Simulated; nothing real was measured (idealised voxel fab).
Title: Process Module voxel wiring stack
The figure presents cross-section cut, which has a width of 250 nm and is divided into square cells with an edge length of 5 nm.
Throughout this document, each cross-section is represented as a grid of square cells and is presented as a sequence of bands enumerated from the top downward, where a band comprises one or more rows of cells.
Quick guide to a band line: top height, bottom height (nm) up front; then every material left to right with its width in nm. Only one material and it's marked "all across"? Then it fills the band edge to edge. And "air" just means empty space.
Height 0 is the level under which the wafer as received is all one material. The lowest band goes on downwards, as in "0..down".
The two numbers in a width such as "30..40" mark its ends across the band: the first belongs to the top row of cells, the second to the bottom row, and from each row to the next the width moves by the same amount.
It should be understood that the words "no change", when stated for a given step, signify that the cross-section underwent no change in any of its cells during that step.
Entry "Encapsulated voids" = empty spaces >= 8 cells with no open way to the top; each as width x height at distance, distance from left edge, all nm.
Anything after a step's settings on that line? It's the simulator's own note about the step.
"overlay nm" on a masked step: distance the mask lay right of its planned place, negative for left.

[Set out below are the planned steps of the process]
| 1 | RECEIVE | material Si |
| 2 | CONFORMAL_DEP | material SiO2 | thk nm 10 |
| 3 | CONFORMAL_DEP | material SiCN | thk nm 5 |
| 4 | DIRECTIONAL_DEP | material lowk | thk nm 15 |
| 5 | DIRECTIONAL_DEP | material aC | thk nm 15 |
| 6 | PATTERN | tone open | mask id METAL_1 | material resist | width nm 20 | pitch nm 40 | thk nm 35 | overlay nm 0 |
| 7 | DIRECTIONAL_ETCH | etch materials aC | depth nm 15 |
| 8 | STRIP | etch materials resist |
| 9 | DIRECTIONAL_ETCH | etch materials lowk | depth nm 15 |
| 10 | DIRECTIONAL_ETCH | etch materials SiCN | depth nm 5 |
| 11 | STRIP | etch materials aC |
| 12 | CONFORMAL_DEP | material TiN | thk nm 5 |
| 13 | FILL_DEP | material W | thk nm 5 |
| 14 | CMP | height nm 30 |
| 15 | CONFORMAL_DEP | material SiCN | thk nm 5 |
| 16 | DIRECTIONAL_DEP | material SiO2 | thk nm 10 |
| 17 | DIRECTIONAL_DEP | material aC | thk nm 10 |
| 18 | PATTERN | tone open | mask id PLUG_1 | material resist | width nm 15 | pitch nm 40 | thk nm 30 | overlay nm 0 |
| 19 | DIRECTIONAL_ETCH | etch materials aC | depth nm 10 |
| 20 | STRIP | etch materials resist |
| 21 | DIRECTIONAL_ETCH | etch materials SiO2 | depth nm 10 |
| 22 | DIRECTIONAL_ETCH | etch materials SiCN | depth nm 5 |
| 23 | STRIP | etch materials aC |
| 24 | CONFORMAL_DEP | material TiN | thk nm 5 |
| 25 | FILL_DEP | material Cu | thk nm 10 |
| 26 | CMP | height nm 45 |
| 27 | CONFORMAL_DEP | material SiCN | thk nm 5 |
| 28 | DIRECTIONAL_DEP | material SiO2 | thk nm 15 |
| 29 | DIRECTIONAL_DEP | material aC | thk nm 15 |
| 30 | PATTERN | tone open | mask id METAL_2 | material resist | width nm 20 | pitch nm 40 | thk nm 35 | overlay nm 0 |
| 31 | DIRECTIONAL_ETCH | etch materials aC | depth nm 15 |
| 32 | STRIP | etch materials resist |
| 33 | DIRECTIONAL_ETCH | etch materials SiO2 | depth nm 15 |
| 34 | DIRECTIONAL_ETCH | etch materials SiCN | depth nm 5 |
| 35 | STRIP | etch materials aC |
| 36 | CONFORMAL_DEP | material TiN | thk nm 5 |
| 37 | FILL_DEP | material Ru | thk nm 5 |
| 38 | CMP | height nm 65 |
| 39 | CONFORMAL_DEP | material SiCN | thk nm 5 |
| 40 | DIRECTIONAL_DEP | material lowk | thk nm 35 |
| 41 | DIRECTIONAL_DEP | material aC | thk nm 10 |
| 42 | PATTERN | tone open | mask id METAL_3_HOLES | material resist | width nm 15 | pitch nm 40 | thk nm 25 | overlay nm 0 |
| 43 | DIRECTIONAL_ETCH | etch materials aC | depth nm 10 |
| 44 | STRIP | etch materials resist |
| 45 | DIRECTIONAL_ETCH | etch materials lowk | depth nm 35 |
| 46 | STRIP | etch materials aC |
| 47 | PATTERN | tone open | mask id METAL_3 | material resist | width nm 20 | pitch nm 40 | thk nm 20 | overlay nm 0 |
| 48 | DIRECTIONAL_ETCH | etch materials lowk | depth nm 20 |
| 49 | DIRECTIONAL_ETCH | etch materials SiCN | depth nm 5 |
| 50 | STRIP | etch materials resist |
| 51 | CONFORMAL_DEP | material TiN | thk nm 5 |
| 52 | FILL_DEP | material Cu | thk nm 5 |
| 53 | CMP | height nm 105 |
| 54 | CONFORMAL_DEP | material SiN | thk nm 5 |

[First wafer, two in total, run as planned]

[Cross-section of the wafer as it came to us, i.e., already through step 1]
* 0..down: Si all across
* Encapsulated voids: none

[Step 2 done - wafer cross-section]
* 10..0: SiO2 all across
* Under 0: no change, same as before.

[Step 3 done - wafer cross-section]
* 15..10: SiCN all across
* Under 10: no change, same as before.

[Step 4 done - wafer cross-section]
* 30..15: lowk all across
* Under 15: no change, same as before.

[Step 5 done - wafer cross-section]
* 45..30: aC all across
* Under 30: no change, same as before.

[Step 6 done - wafer cross-section]
* 80..45: 75 resist, then 20 air, then 20 resist, then 20 air, then 20 resist, then 20 air, then 75 resist
* Under 45: no change, same as before.

[Step 7 done - wafer cross-section]
* 65..45: 75 resist, then 20 air, then 20 resist, then 20 air, then 20 resist, then 20 air, then 75 resist
* 45..30: 75 aC, then 20 air, then 20 aC, then 20 air, then 20 aC, then 20 air, then 75 aC
* Under 30: no change, same as before.

[Step 8 done - wafer cross-section]
* 45..30: 75 aC, then 20 air, then 20 aC, then 20 air, then 20 aC, then 20 air, then 75 aC
* Under 30: no change, same as before.

[Step 9 done - wafer cross-section]
* 45..30: 75 aC, then 20 air, then 20 aC, then 20 air, then 20 aC, then 20 air, then 75 aC
* 30..15: 75 lowk, then 20 air, then 20 lowk, then 20 air, then 20 lowk, then 20 air, then 75 lowk
* Under 15: no change, same as before.

[Step 10 done - wafer cross-section]
* 45..30: 75 aC, then 20 air, then 20 aC, then 20 air, then 20 aC, then 20 air, then 75 aC
* 30..15: 75 lowk, then 20 air, then 20 lowk, then 20 air, then 20 lowk, then 20 air, then 75 lowk
* 15..10: 75 SiCN, then 20 air, then 20 SiCN, then 20 air, then 20 SiCN, then 20 air, then 75 SiCN
* Under 10: no change, same as before.

[Step 11 done - wafer cross-section]
* 30..15: 75 lowk, then 20 air, then 20 lowk, then 20 air, then 20 lowk, then 20 air, then 75 lowk
* Under 15: no change, same as before.

[Step 12 done - wafer cross-section]
* 35..30: 80 TiN, then 10 air, then 30 TiN, then 10 air, then 30 TiN, then 10 air, then 80 TiN
* 30..15: 75 lowk, then 5 TiN, then 10 air, then 5 TiN, then 20 lowk, then 5 TiN, then 10 air, then 5 TiN, then 20 lowk, then 5 TiN, then 10 air, then 5 TiN, then 75 lowk
* 15..10: 75 SiCN, then 20 TiN, then 20 SiCN, then 20 TiN, then 20 SiCN, then 20 TiN, then 75 SiCN
* Under 10: no change, same as before.

[Step 13 done - wafer cross-section]
* 40..35: W all across
* 35..30: 80 TiN, then 10 W, then 30 TiN, then 10 W, then 30 TiN, then 10 W, then 80 TiN
* 30..15: 75 lowk, then 5 TiN, then 10 W, then 5 TiN, then 20 lowk, then 5 TiN, then 10 W, then 5 TiN, then 20 lowk, then 5 TiN, then 10 W, then 5 TiN, then 75 lowk
* Under 15: no change, same as before.

[Step 14 done - wafer cross-section]
* 30..15: 75 lowk, then 5 TiN, then 10 W, then 5 TiN, then 20 lowk, then 5 TiN, then 10 W, then 5 TiN, then 20 lowk, then 5 TiN, then 10 W, then 5 TiN, then 75 lowk
* Under 15: no change, same as before.

[Step 15 done - wafer cross-section]
* 35..30: SiCN all across
* Under 30: no change, same as before.

[Step 16 done - wafer cross-section]
* 45..35: SiO2 all across
* Under 35: no change, same as before.

[Step 17 done - wafer cross-section]
* 55..45: aC all across
* Under 45: no change, same as before.

[Step 18 done - wafer cross-section]
* 85..55: 75 resist, then 15 air, then 25 resist, then 15 air, then 25 resist, then 15 air, then 80 resist
* Under 55: no change, same as before.

[Step 19 done - wafer cross-section]
* 75..55: 75 resist, then 15 air, then 25 resist, then 15 air, then 25 resist, then 15 air, then 80 resist
* 55..45: 75 aC, then 15 air, then 25 aC, then 15 air, then 25 aC, then 15 air, then 80 aC
* Under 45: no change, same as before.

[Step 20 done - wafer cross-section]
* 55..45: 75 aC, then 15 air, then 25 aC, then 15 air, then 25 aC, then 15 air, then 80 aC
* Under 45: no change, same as before.

[Step 21 done - wafer cross-section]
* 55..45: 75 aC, then 15 air, then 25 aC, then 15 air, then 25 aC, then 15 air, then 80 aC
* 45..35: 75 SiO2, then 15 air, then 25 SiO2, then 15 air, then 25 SiO2, then 15 air, then 80 SiO2
* Under 35: no change, same as before.

[Step 22 done - wafer cross-section]
* 55..45: 75 aC, then 15 air, then 25 aC, then 15 air, then 25 aC, then 15 air, then 80 aC
* 45..35: 75 SiO2, then 15 air, then 25 SiO2, then 15 air, then 25 SiO2, then 15 air, then 80 SiO2
* 35..30: 75 SiCN, then 15 air, then 25 SiCN, then 15 air, then 25 SiCN, then 15 air, then 80 SiCN
* Under 30: no change, same as before.

[Step 23 done - wafer cross-section]
* 45..35: 75 SiO2, then 15 air, then 25 SiO2, then 15 air, then 25 SiO2, then 15 air, then 80 SiO2
* Under 35: no change, same as before.

[Step 24 done - wafer cross-section]
* 50..45: 80 TiN, then 5 air, then 35 TiN, then 5 air, then 35 TiN, then 5 air, then 85 TiN
* 45..35: 75 SiO2, then 5 TiN, then 5 air, then 5 TiN, then 25 SiO2, then 5 TiN, then 5 air, then 5 TiN, then 25 SiO2, then 5 TiN, then 5 air, then 5 TiN, then 80 SiO2
* 35..30: 75 SiCN, then 15 TiN, then 25 SiCN, then 15 TiN, then 25 SiCN, then 15 TiN, then 80 SiCN
* Under 30: no change, same as before.

[Step 25 done - wafer cross-section]
* 60..50: Cu all across
* 50..45: 80 TiN, then 5 Cu, then 35 TiN, then 5 Cu, then 35 TiN, then 5 Cu, then 85 TiN
* 45..35: 75 SiO2, then 5 TiN, then 5 Cu, then 5 TiN, then 25 SiO2, then 5 TiN, then 5 Cu, then 5 TiN, then 25 SiO2, then 5 TiN, then 5 Cu, then 5 TiN, then 80 SiO2
* Under 35: no change, same as before.

[Step 26 done - wafer cross-section]
* 45..35: 75 SiO2, then 5 TiN, then 5 Cu, then 5 TiN, then 25 SiO2, then 5 TiN, then 5 Cu, then 5 TiN, then 25 SiO2, then 5 TiN, then 5 Cu, then 5 TiN, then 80 SiO2
* Under 35: no change, same as before.

[Step 27 done - wafer cross-section]
* 50..45: SiCN all across
* Under 45: no change, same as before.

[Step 28 done - wafer cross-section]
* 65..50: SiO2 all across
* Under 50: no change, same as before.

[Step 29 done - wafer cross-section]
* 80..65: aC all across
* Under 65: no change, same as before.

[Step 30 done - wafer cross-section]
* 115..80: 75 resist, then 20 air, then 20 resist, then 20 air, then 20 resist, then 20 air, then 75 resist
* Under 80: no change, same as before.

[Step 31 done - wafer cross-section]
* 100..80: 75 resist, then 20 air, then 20 resist, then 20 air, then 20 resist, then 20 air, then 75 resist
* 80..65: 75 aC, then 20 air, then 20 aC, then 20 air, then 20 aC, then 20 air, then 75 aC
* Under 65: no change, same as before.

[Step 32 done - wafer cross-section]
* 80..65: 75 aC, then 20 air, then 20 aC, then 20 air, then 20 aC, then 20 air, then 75 aC
* Under 65: no change, same as before.

[Step 33 done - wafer cross-section]
* 80..65: 75 aC, then 20 air, then 20 aC, then 20 air, then 20 aC, then 20 air, then 75 aC
* 65..50: 75 SiO2, then 20 air, then 20 SiO2, then 20 air, then 20 SiO2, then 20 air, then 75 SiO2
* Under 50: no change, same as before.

[Step 34 done - wafer cross-section]
* 80..65: 75 aC, then 20 air, then 20 aC, then 20 air, then 20 aC, then 20 air, then 75 aC
* 65..50: 75 SiO2, then 20 air, then 20 SiO2, then 20 air, then 20 SiO2, then 20 air, then 75 SiO2
* 50..45: 75 SiCN, then 20 air, then 20 SiCN, then 20 air, then 20 SiCN, then 20 air, then 75 SiCN
* Under 45: no change, same as before.

[Step 35 done - wafer cross-section]
* 65..50: 75 SiO2, then 20 air, then 20 SiO2, then 20 air, then 20 SiO2, then 20 air, then 75 SiO2
* Under 50: no change, same as before.

[Step 36 done - wafer cross-section]
* 70..65: 80 TiN, then 10 air, then 30 TiN, then 10 air, then 30 TiN, then 10 air, then 80 TiN
* 65..50: 75 SiO2, then 5 TiN, then 10 air, then 5 TiN, then 20 SiO2, then 5 TiN, then 10 air, then 5 TiN, then 20 SiO2, then 5 TiN, then 10 air, then 5 TiN, then 75 SiO2
* 50..45: 75 SiCN, then 20 TiN, then 20 SiCN, then 20 TiN, then 20 SiCN, then 20 TiN, then 75 SiCN
* Under 45: no change, same as before.

[Step 37 done - wafer cross-section]
* 75..70: Ru all across
* 70..65: 80 TiN, then 10 Ru, then 30 TiN, then 10 Ru, then 30 TiN, then 10 Ru, then 80 TiN
* 65..50: 75 SiO2, then 5 TiN, then 10 Ru, then 5 TiN, then 20 SiO2, then 5 TiN, then 10 Ru, then 5 TiN, then 20 SiO2, then 5 TiN, then 10 Ru, then 5 TiN, then 75 SiO2
* Under 50: no change, same as before.

[Step 38 done - wafer cross-section]
* 65..50: 75 SiO2, then 5 TiN, then 10 Ru, then 5 TiN, then 20 SiO2, then 5 TiN, then 10 Ru, then 5 TiN, then 20 SiO2, then 5 TiN, then 10 Ru, then 5 TiN, then 75 SiO2
* Under 50: no change, same as before.

[Step 39 done - wafer cross-section]
* 70..65: SiCN all across
* Under 65: no change, same as before.

[Step 40 done - wafer cross-section]
* 105..70: lowk all across
* Under 70: no change, same as before.

[Step 41 done - wafer cross-section]
* 115..105: aC all across
* Under 105: no change, same as before.

[Step 42 done - wafer cross-section]
* 140..115: 75 resist, then 15 air, then 25 resist, then 15 air, then 25 resist, then 15 air, then 80 resist
* Under 115: no change, same as before.

[Step 43 done - wafer cross-section]
* 130..115: 75 resist, then 15 air, then 25 resist, then 15 air, then 25 resist, then 15 air, then 80 resist
* 115..105: 75 aC, then 15 air, then 25 aC, then 15 air, then 25 aC, then 15 air, then 80 aC
* Under 105: no change, same as before.

[Step 44 done - wafer cross-section]
* 115..105: 75 aC, then 15 air, then 25 aC, then 15 air, then 25 aC, then 15 air, then 80 aC
* Under 105: no change, same as before.

[Step 45 done - wafer cross-section]
* 115..105: 75 aC, then 15 air, then 25 aC, then 15 air, then 25 aC, then 15 air, then 80 aC
* 105..70: 75 lowk, then 15 air, then 25 lowk, then 15 air, then 25 lowk, then 15 air, then 80 lowk
* Under 70: no change, same as before.

[Step 46 done - wafer cross-section]
* 105..70: 75 lowk, then 15 air, then 25 lowk, then 15 air, then 25 lowk, then 15 air, then 80 lowk
* Under 70: no change, same as before.

[Step 47 done - wafer cross-section]
* 125..105: 75 resist, then 20 air, then 20 resist, then 20 air, then 20 resist, then 20 air, then 75 resist
* Under 105: no change, same as before.

[Step 48 done - wafer cross-section]
* 125..105: 75 resist, then 20 air, then 20 resist, then 20 air, then 20 resist, then 20 air, then 75 resist
* 105..85: 75 lowk, then 20 air, then 20 lowk, then 20 air, then 20 lowk, then 20 air, then 75 lowk
* Under 85: no change, same as before.

[Step 49 done - wafer cross-section]
* 125..105: 75 resist, then 20 air, then 20 resist, then 20 air, then 20 resist, then 20 air, then 75 resist
* 105..85: 75 lowk, then 20 air, then 20 lowk, then 20 air, then 20 lowk, then 20 air, then 75 lowk
* 85..70: 75 lowk, then 15 air, then 25 lowk, then 15 air, then 25 lowk, then 15 air, then 80 lowk
* 70..65: 75 SiCN, then 15 air, then 25 SiCN, then 15 air, then 25 SiCN, then 15 air, then 80 SiCN
* Under 65: no change, same as before.

[Step 50 done - wafer cross-section]
* 105..85: 75 lowk, then 20 air, then 20 lowk, then 20 air, then 20 lowk, then 20 air, then 75 lowk
* Under 85: no change, same as before.

[Step 51 done - wafer cross-section]
* 110..105: 80 TiN, then 10 air, then 30 TiN, then 10 air, then 30 TiN, then 10 air, then 80 TiN
* 105..90: 75 lowk, then 5 TiN, then 10 air, then 5 TiN, then 20 lowk, then 5 TiN, then 10 air, then 5 TiN, then 20 lowk, then 5 TiN, then 10 air, then 5 TiN, then 75 lowk
* 90..85: 75 lowk, then 5 TiN, then 5 air, then 10 TiN, then 20 lowk, then 5 TiN, then 5 air, then 10 TiN, then 20 lowk, then 5 TiN, then 5 air, then 10 TiN, then 75 lowk
* 85..70: 75 lowk, then 5 TiN, then 5 air, then 5 TiN, then 25 lowk, then 5 TiN, then 5 air, then 5 TiN, then 25 lowk, then 5 TiN, then 5 air, then 5 TiN, then 80 lowk
* 70..65: 75 SiCN, then 15 TiN, then 25 SiCN, then 15 TiN, then 25 SiCN, then 15 TiN, then 80 SiCN
* Under 65: no change, same as before.

[Step 52 done - wafer cross-section]
* 115..110: Cu all across
* 110..105: 80 TiN, then 10 Cu, then 30 TiN, then 10 Cu, then 30 TiN, then 10 Cu, then 80 TiN
* 105..90: 75 lowk, then 5 TiN, then 10 Cu, then 5 TiN, then 20 lowk, then 5 TiN, then 10 Cu, then 5 TiN, then 20 lowk, then 5 TiN, then 10 Cu, then 5 TiN, then 75 lowk
* 90..85: 75 lowk, then 5 TiN, then 5 Cu, then 10 TiN, then 20 lowk, then 5 TiN, then 5 Cu, then 10 TiN, then 20 lowk, then 5 TiN, then 5 Cu, then 10 TiN, then 75 lowk
* 85..70: 75 lowk, then 5 TiN, then 5 Cu, then 5 TiN, then 25 lowk, then 5 TiN, then 5 Cu, then 5 TiN, then 25 lowk, then 5 TiN, then 5 Cu, then 5 TiN, then 80 lowk
* Under 70: no change, same as before.

[Step 53 done - wafer cross-section]
* 105..90: 75 lowk, then 5 TiN, then 10 Cu, then 5 TiN, then 20 lowk, then 5 TiN, then 10 Cu, then 5 TiN, then 20 lowk, then 5 TiN, then 10 Cu, then 5 TiN, then 75 lowk
* Under 90: no change, same as before.

[Step 54 done - wafer cross-section]
* 110..105: SiN all across
* Under 105: no change, same as before.

[It is to be noted that the second wafer proceeded from the same initial state and according to the same plan as the first, although one mistake was committed in its execution; through step 17, inclusive, the two wafers share an identical history]

[Second wafer shown in cross-section at the time step 18 was slated to end]
* 85..55: 80 resist, then 15 air, then 25 resist, then 15 air, then 25 resist, then 15 air, then 75 resist
* Under 55: no change, same as before.

[Second wafer shown in cross-section at the time step 19 was slated to end]
* 75..55: 80 resist, then 15 air, then 25 resist, then 15 air, then 25 resist, then 15 air, then 75 resist
* 55..45: 80 aC, then 15 air, then 25 aC, then 15 air, then 25 aC, then 15 air, then 75 aC
* Under 45: no change, same as before.

[Second wafer shown in cross-section at the time step 20 was slated to end]
* 55..45: 80 aC, then 15 air, then 25 aC, then 15 air, then 25 aC, then 15 air, then 75 aC
* Under 45: no change, same as before.

[Second wafer shown in cross-section at the time step 21 was slated to end]
* 55..45: 80 aC, then 15 air, then 25 aC, then 15 air, then 25 aC, then 15 air, then 75 aC
* 45..35: 80 SiO2, then 15 air, then 25 SiO2, then 15 air, then 25 SiO2, then 15 air, then 75 SiO2
* Under 35: no change, same as before.

[Second wafer shown in cross-section at the time step 22 was slated to end]
* 55..45: 80 aC, then 15 air, then 25 aC, then 15 air, then 25 aC, then 15 air, then 75 aC
* 45..35: 80 SiO2, then 15 air, then 25 SiO2, then 15 air, then 25 SiO2, then 15 air, then 75 SiO2
* 35..30: 80 SiCN, then 15 air, then 25 SiCN, then 15 air, then 25 SiCN, then 15 air, then 75 SiCN
* Under 30: no change, same as before.

[Second wafer shown in cross-section at the time step 23 was slated to end]
* 45..35: 80 SiO2, then 15 air, then 25 SiO2, then 15 air, then 25 SiO2, then 15 air, then 75 SiO2
* Under 35: no change, same as before.

[Second wafer shown in cross-section at the time step 24 was slated to end]
* 50..45: 85 TiN, then 5 air, then 35 TiN, then 5 air, then 35 TiN, then 5 air, then 80 TiN
* 45..35: 80 SiO2, then 5 TiN, then 5 air, then 5 TiN, then 25 SiO2, then 5 TiN, then 5 air, then 5 TiN, then 25 SiO2, then 5 TiN, then 5 air, then 5 TiN, then 75 SiO2
* 35..30: 80 SiCN, then 15 TiN, then 25 SiCN, then 15 TiN, then 25 SiCN, then 15 TiN, then 75 SiCN
* Under 30: no change, same as before.

[Second wafer shown in cross-section at the time step 25 was slated to end]
* 60..50: Cu all across
* 50..45: 85 TiN, then 5 Cu, then 35 TiN, then 5 Cu, then 35 TiN, then 5 Cu, then 80 TiN
* 45..35: 80 SiO2, then 5 TiN, then 5 Cu, then 5 TiN, then 25 SiO2, then 5 TiN, then 5 Cu, then 5 TiN, then 25 SiO2, then 5 TiN, then 5 Cu, then 5 TiN, then 75 SiO2
* Under 35: no change, same as before.

[Second wafer shown in cross-section at the time step 26 was slated to end]
* 45..35: 80 SiO2, then 5 TiN, then 5 Cu, then 5 TiN, then 25 SiO2, then 5 TiN, then 5 Cu, then 5 TiN, then 25 SiO2, then 5 TiN, then 5 Cu, then 5 TiN, then 75 SiO2
* Under 35: no change, same as before.

[Second wafer shown in cross-section at the time step 27 was slated to end]
* 50..45: SiCN all across
* Under 45: no change, same as before.

[Second wafer shown in cross-section at the time step 28 was slated to end]
* 65..50: SiO2 all across
* Under 50: no change, same as before.

[Second wafer shown in cross-section at the time step 29 was slated to end]
* 80..65: aC all across
* Under 65: no change, same as before.

[Second wafer shown in cross-section at the time step 30 was slated to end]
* 115..80: 75 resist, then 20 air, then 20 resist, then 20 air, then 20 resist, then 20 air, then 75 resist
* Under 80: no change, same as before.

[Second wafer shown in cross-section at the time step 31 was slated to end]
* 100..80: 75 resist, then 20 air, then 20 resist, then 20 air, then 20 resist, then 20 air, then 75 resist
* 80..65: 75 aC, then 20 air, then 20 aC, then 20 air, then 20 aC, then 20 air, then 75 aC
* Under 65: no change, same as before.

[Second wafer shown in cross-section at the time step 32 was slated to end]
* 80..65: 75 aC, then 20 air, then 20 aC, then 20 air, then 20 aC, then 20 air, then 75 aC
* Under 65: no change, same as before.

[Second wafer shown in cross-section at the time step 33 was slated to end]
* 80..65: 75 aC, then 20 air, then 20 aC, then 20 air, then 20 aC, then 20 air, then 75 aC
* 65..50: 75 SiO2, then 20 air, then 20 SiO2, then 20 air, then 20 SiO2, then 20 air, then 75 SiO2
* Under 50: no change, same as before.

[Second wafer shown in cross-section at the time step 34 was slated to end]
* 80..65: 75 aC, then 20 air, then 20 aC, then 20 air, then 20 aC, then 20 air, then 75 aC
* 65..50: 75 SiO2, then 20 air, then 20 SiO2, then 20 air, then 20 SiO2, then 20 air, then 75 SiO2
* 50..45: 75 SiCN, then 20 air, then 20 SiCN, then 20 air, then 20 SiCN, then 20 air, then 75 SiCN
* Under 45: no change, same as before.

[Second wafer shown in cross-section at the time step 35 was slated to end]
* 65..50: 75 SiO2, then 20 air, then 20 SiO2, then 20 air, then 20 SiO2, then 20 air, then 75 SiO2
* Under 50: no change, same as before.

[Second wafer shown in cross-section at the time step 36 was slated to end]
* 70..65: 80 TiN, then 10 air, then 30 TiN, then 10 air, then 30 TiN, then 10 air, then 80 TiN
* 65..50: 75 SiO2, then 5 TiN, then 10 air, then 5 TiN, then 20 SiO2, then 5 TiN, then 10 air, then 5 TiN, then 20 SiO2, then 5 TiN, then 10 air, then 5 TiN, then 75 SiO2
* 50..45: 75 SiCN, then 20 TiN, then 20 SiCN, then 20 TiN, then 20 SiCN, then 20 TiN, then 75 SiCN
* Under 45: no change, same as before.

[Second wafer shown in cross-section at the time step 37 was slated to end]
* 75..70: Ru all across
* 70..65: 80 TiN, then 10 Ru, then 30 TiN, then 10 Ru, then 30 TiN, then 10 Ru, then 80 TiN
* 65..50: 75 SiO2, then 5 TiN, then 10 Ru, then 5 TiN, then 20 SiO2, then 5 TiN, then 10 Ru, then 5 TiN, then 20 SiO2, then 5 TiN, then 10 Ru, then 5 TiN, then 75 SiO2
* Under 50: no change, same as before.

[Second wafer shown in cross-section at the time step 38 was slated to end]
* 65..50: 75 SiO2, then 5 TiN, then 10 Ru, then 5 TiN, then 20 SiO2, then 5 TiN, then 10 Ru, then 5 TiN, then 20 SiO2, then 5 TiN, then 10 Ru, then 5 TiN, then 75 SiO2
* Under 50: no change, same as before.

[Second wafer shown in cross-section at the time step 39 was slated to end]
* 70..65: SiCN all across
* Under 65: no change, same as before.

[Second wafer shown in cross-section at the time step 40 was slated to end]
* 105..70: lowk all across
* Under 70: no change, same as before.

[Second wafer shown in cross-section at the time step 41 was slated to end]
* 115..105: aC all across
* Under 105: no change, same as before.

[Second wafer shown in cross-section at the time step 42 was slated to end]
* 140..115: 75 resist, then 15 air, then 25 resist, then 15 air, then 25 resist, then 15 air, then 80 resist
* Under 115: no change, same as before.

[Second wafer shown in cross-section at the time step 43 was slated to end]
* 130..115: 75 resist, then 15 air, then 25 resist, then 15 air, then 25 resist, then 15 air, then 80 resist
* 115..105: 75 aC, then 15 air, then 25 aC, then 15 air, then 25 aC, then 15 air, then 80 aC
* Under 105: no change, same as before.

[Second wafer shown in cross-section at the time step 44 was slated to end]
* 115..105: 75 aC, then 15 air, then 25 aC, then 15 air, then 25 aC, then 15 air, then 80 aC
* Under 105: no change, same as before.

[Second wafer shown in cross-section at the time step 45 was slated to end]
* 115..105: 75 aC, then 15 air, then 25 aC, then 15 air, then 25 aC, then 15 air, then 80 aC
* 105..70: 75 lowk, then 15 air, then 25 lowk, then 15 air, then 25 lowk, then 15 air, then 80 lowk
* Under 70: no change, same as before.

[Second wafer shown in cross-section at the time step 46 was slated to end]
* 105..70: 75 lowk, then 15 air, then 25 lowk, then 15 air, then 25 lowk, then 15 air, then 80 lowk
* Under 70: no change, same as before.

[Second wafer shown in cross-section at the time step 47 was slated to end]
* 125..105: 75 resist, then 20 air, then 20 resist, then 20 air, then 20 resist, then 20 air, then 75 resist
* Under 105: no change, same as before.

[Second wafer shown in cross-section at the time step 48 was slated to end]
* 125..105: 75 resist, then 20 air, then 20 resist, then 20 air, then 20 resist, then 20 air, then 75 resist
* 105..85: 75 lowk, then 20 air, then 20 lowk, then 20 air, then 20 lowk, then 20 air, then 75 lowk
* Under 85: no change, same as before.

[Second wafer shown in cross-section at the time step 49 was slated to end]
* 125..105: 75 resist, then 20 air, then 20 resist, then 20 air, then 20 resist, then 20 air, then 75 resist
* 105..85: 75 lowk, then 20 air, then 20 lowk, then 20 air, then 20 lowk, then 20 air, then 75 lowk
* 85..70: 75 lowk, then 15 air, then 25 lowk, then 15 air, then 25 lowk, then 15 air, then 80 lowk
* 70..65: 75 SiCN, then 15 air, then 25 SiCN, then 15 air, then 25 SiCN, then 15 air, then 80 SiCN
* Under 65: no change, same as before.

[Second wafer shown in cross-section at the time step 50 was slated to end]
* 105..85: 75 lowk, then 20 air, then 20 lowk, then 20 air, then 20 lowk, then 20 air, then 75 lowk
* Under 85: no change, same as before.

[Second wafer shown in cross-section at the time step 51 was slated to end]
* 110..105: 80 TiN, then 10 air, then 30 TiN, then 10 air, then 30 TiN, then 10 air, then 80 TiN
* 105..90: 75 lowk, then 5 TiN, then 10 air, then 5 TiN, then 20 lowk, then 5 TiN, then 10 air, then 5 TiN, then 20 lowk, then 5 TiN, then 10 air, then 5 TiN, then 75 lowk
* 90..85: 75 lowk, then 5 TiN, then 5 air, then 10 TiN, then 20 lowk, then 5 TiN, then 5 air, then 10 TiN, then 20 lowk, then 5 TiN, then 5 air, then 10 TiN, then 75 lowk
* 85..70: 75 lowk, then 5 TiN, then 5 air, then 5 TiN, then 25 lowk, then 5 TiN, then 5 air, then 5 TiN, then 25 lowk, then 5 TiN, then 5 air, then 5 TiN, then 80 lowk
* 70..65: 75 SiCN, then 15 TiN, then 25 SiCN, then 15 TiN, then 25 SiCN, then 15 TiN, then 80 SiCN
* Under 65: no change, same as before.

[Second wafer shown in cross-section at the time step 52 was slated to end]
* 115..110: Cu all across
* 110..105: 80 TiN, then 10 Cu, then 30 TiN, then 10 Cu, then 30 TiN, then 10 Cu, then 80 TiN
* 105..90: 75 lowk, then 5 TiN, then 10 Cu, then 5 TiN, then 20 lowk, then 5 TiN, then 10 Cu, then 5 TiN, then 20 lowk, then 5 TiN, then 10 Cu, then 5 TiN, then 75 lowk
* 90..85: 75 lowk, then 5 TiN, then 5 Cu, then 10 TiN, then 20 lowk, then 5 TiN, then 5 Cu, then 10 TiN, then 20 lowk, then 5 TiN, then 5 Cu, then 10 TiN, then 75 lowk
* 85..70: 75 lowk, then 5 TiN, then 5 Cu, then 5 TiN, then 25 lowk, then 5 TiN, then 5 Cu, then 5 TiN, then 25 lowk, then 5 TiN, then 5 Cu, then 5 TiN, then 80 lowk
* Under 70: no change, same as before.

[Second wafer shown in cross-section at the time step 53 was slated to end]
* 105..90: 75 lowk, then 5 TiN, then 10 Cu, then 5 TiN, then 20 lowk, then 5 TiN, then 10 Cu, then 5 TiN, then 20 lowk, then 5 TiN, then 10 Cu, then 5 TiN, then 75 lowk
* Under 90: no change, same as before.

[Second wafer shown in cross-section at the time step 54 was slated to end]
* 110..105: SiN all across
* Under 105: no change, same as before.
Deviation noted in wafer processing: step 18 off recipe, ran as PATTERN | tone open | mask id PLUG_1 | material resist | width nm 15 | pitch nm 40 | thk nm 30 | overlay nm 5
At the end, each material covers as many cells on the second wafer as it does on the first, though the cells it covers are elsewhere.
